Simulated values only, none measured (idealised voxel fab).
The process module presented herein is designated voxel spacer lines.
Displayed cross-section: cut, width of 290 nm, square cells sized 5 nm.
Square cells in a grid make up a cross-section in this document, and the grid is given as bands, listed from the top down, each one or more rows of cells.
Basically the band line says how high the top is and how high the bottom is, in nm, and then what's in it from left to right, every material with its width in nm. Empty space shows up as "empty", and if a single material carries "full width" it runs the full band edge to edge.
The level at which height equals 0 is the one under which the wafer, as it arrives, is entirely one material. No lower edge exists for the bottom band, which continues downward and is notated as in "0..down".
Think of "30 to 40" as a width that walks from the first number to the second as you go down the band, top row to bottom row, taking equal-sized steps from row to row.
A step reported as "left unchanged" is a step in which no cell of the cross-section changed.
Entry "Unvented internal voids" = empty spaces >= 8 cells with no open way to the top; each as width x height at distance, distance from left edge, all nm.
after a step's settings: what the simulator itself notes on the step
Steps that use a mask can have "overlay nm" on their line. It says how far the mask sat to the right of where it was meant to be. Negative means to the left.

Planned process steps:
1,RECEIVE | material Si
2,CONFORMAL_DEP | material Al2O3 | thk nm 10
3,DIRECTIONAL_DEP | material W | thk nm 15
4,DIRECTIONAL_DEP | material aC | thk nm 25
5,PATTERN | tone cover | mask id MANDREL | material resist | width nm 25 | pitch nm 80 | thk nm 30 | overlay nm 0
6,DIRECTIONAL_ETCH | etch materials aC | depth nm 25
7,STRIP | etch materials resist
8,CONFORMAL_DEP | material SiN | thk nm 15
9,DIRECTIONAL_ETCH | etch materials SiN | depth nm 15
10,STRIP | etch materials aC
11,DIRECTIONAL_ETCH | etch materials W | depth nm 15
12,STRIP | etch materials SiN

Cross-section: wafer on arrival = after step 1:
> 0..down | Si full width
> Unvented internal voids: none

Final cross-section, module run with one mistake (start and plan as above):
> 25..10 | empty 65 nm; W 15 nm; empty 25 nm; W 15 nm; empty 25 nm; W 15 nm; empty 25 nm; W 15 nm; empty 90 nm
> 10..0 | Al2O3 full width
> 0..down | Si full width
> Unvented internal voids: none
Nonconformance to the process plan: off-plan run, step 5, actual operation and settings PATTERN | tone cover | mask id MANDREL | material resist | width nm 25 | pitch nm 80 | thk nm 30 | overlay nm -10
